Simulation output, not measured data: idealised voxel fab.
process module | voxel transistor to metal
cross-section cut | 260 nm wide | cells 5 nm
A cross-section is a grid of square cells, given in bands from the top down. A band is one or more rows of cells.
Each band's line starts with the height of the band's top and of its bottom, in nm. Then come its materials from left to right, each with its width in nm. One material with "throughout" fills the band from edge to edge. "air" is empty space.
Height 0 is the level under which the wafer as received is all one material. The lowest band goes on downwards, as in "0 down".
A width such as "30 to 40" changes by the same amount from each row of cells to the next, from the band's top row to its bottom row.
"no change" after a step means that no cell of the cross-section changed.
closed voids: empty space of 8 cells or more with no open way to the top, each as width x height at its distance from the left edge, in nm
after a step's settings: what the simulator itself notes on the step
overlay nm, on a step with a mask: how far to the right of its planned place the mask lay; to the left if negative
plan
1 op RECEIVE | material Si
2 op CONFORMAL_DEP | material SiO2 | thk nm 5
3 op CONFORMAL_DEP | material SiN | thk nm 15
4 op DIRECTIONAL_DEP | material aC | thk nm 15
5 op PATTERN | tone cover | mask id ACTIVE | material resist | width nm 105 | pitch nm 125 | thk nm 35 | overlay nm 0
6 op DIRECTIONAL_ETCH | etch materials aC | depth nm 15
7 op STRIP | etch materials resist
8 op DIRECTIONAL_ETCH | etch materials SiN | depth nm 15
9 op DIRECTIONAL_ETCH | etch materials SiO2 | depth nm 5
10 op DIRECTIONAL_ETCH | etch materials Si | depth nm 30
11 op STRIP | etch materials aC
12 op FILL_DEP | material SiO2 | thk nm 10
13 op CMP | height nm 20
14 op SELECTIVE_ETCH | etch materials SiO2 | depth nm 5
15 op STRIP | etch materials SiN
16 op SELECTIVE_ETCH | etch materials SiO2 | depth nm 5
17 op OXIDIZE | depth nm 5
18 op DIRECTIONAL_DEP | material polySi | thk nm 25
19 op DIRECTIONAL_DEP | material SiCN | thk nm 10
20 op MASKED_ETCH | tone cover | mask id GATE | width nm 15 | pitch nm 125 | etch materials SiCN | depth nm 20 | overlay nm 0
21 op MASKED_ETCH | tone cover | mask id GATE | width nm 15 | pitch nm 125 | etch materials polySi | depth nm 35 | overlay nm 0
22 op CONFORMAL_DEP | material SiN | thk nm 5
23 op DIRECTIONAL_ETCH | etch materials SiN | depth nm 5
24 op DIRECTIONAL_ETCH | etch materials SiO2 | depth nm 5
25 op EPI | material nSi | thk nm 5
26 op FILL_DEP | material SiO2 | thk nm 10
27 op CMP | height nm 35
28 op DIRECTIONAL_DEP | material SiO2 | thk nm 10
29 op DIRECTIONAL_DEP | material aC | thk nm 10
30 op PATTERN | tone open | mask id CONTACT | material resist | width nm 20 | thk nm 25 | overlay nm 0
31 op DIRECTIONAL_ETCH | etch materials aC | depth nm 10
32 op STRIP | etch materials resist
33 op DIRECTIONAL_ETCH | etch materials SiO2 | depth nm 45
34 op STRIP | etch materials aC
35 op CONFORMAL_DEP | material TiN | thk nm 5
36 op FILL_DEP | material W | thk nm 10
37 op CMP | height nm 45
38 op DIRECTIONAL_DEP | material TiN | thk nm 5
39 op DIRECTIONAL_DEP | material W | thk nm 20
40 op MASKED_ETCH | tone cover | mask id METAL_1 | width nm 20 | etch materials W | depth nm 20 | overlay nm 0
41 op MASKED_ETCH | tone cover | mask id METAL_1 | width nm 15 | etch materials TiN | depth nm 5 | overlay nm 0
42 op FILL_DEP | material lowk | thk nm 5
43 op CMP | height nm 70
44 op CONFORMAL_DEP | material SiCN | thk nm 5
45 op DIRECTIONAL_DEP | material SiO2 | thk nm 25
46 op PATTERN | tone open | mask id METAL_2 | material resist | width nm 20 | pitch nm 125 | thk nm 15 | overlay nm 0
47 op DIRECTIONAL_ETCH | etch materials SiO2 | depth nm 15
48 op STRIP | etch materials resist
49 op PATTERN | tone open | mask id METAL_2_HOLES | material resist | width nm 15 | pitch nm 125 | thk nm 20 | overlay nm 0
50 op DIRECTIONAL_ETCH | etch materials SiO2 | depth nm 10
51 op DIRECTIONAL_ETCH | etch materials SiCN | depth nm 5
52 op STRIP | etch materials resist
53 op CONFORMAL_DEP | material TiN | thk nm 5
54 op FILL_DEP | material Ru | thk nm 10
55 op CMP | height nm 100
56 op CONFORMAL_DEP | material SiN | thk nm 5
varied across the wafers: width nm of step 41. The plan shows the first wafer's value. All wafers start alike
first wafer as received, after step 1
  0 down: Si throughout
  closed voids: none
each wafer at the end: cells of each material gained (+) or lost (-) since it was received, then its closed voids
width nm 15 | +14 Ru | -102 Si | +58 SiCN | +88 SiN | +540 SiO2 | +124 TiN | +128 W | +180 lowk | +32 nSi | +30 polySi | closed voids: none
width nm 20 | +14 Ru | -102 Si | +58 SiCN | +88 SiN | +540 SiO2 | +124 TiN | +128 W | +180 lowk | +32 nSi | +30 polySi | closed voids: none
width nm 25 | +14 Ru | -102 Si | +58 SiCN | +88 SiN | +540 SiO2 | +128 TiN | +128 W | +176 lowk | +32 nSi | +30 polySi | closed voids: none
width nm 30 | +14 Ru | -102 Si | +58 SiCN | +88 SiN | +540 SiO2 | +132 TiN | +128 W | +172 lowk | +32 nSi | +30 polySi | closed voids: none
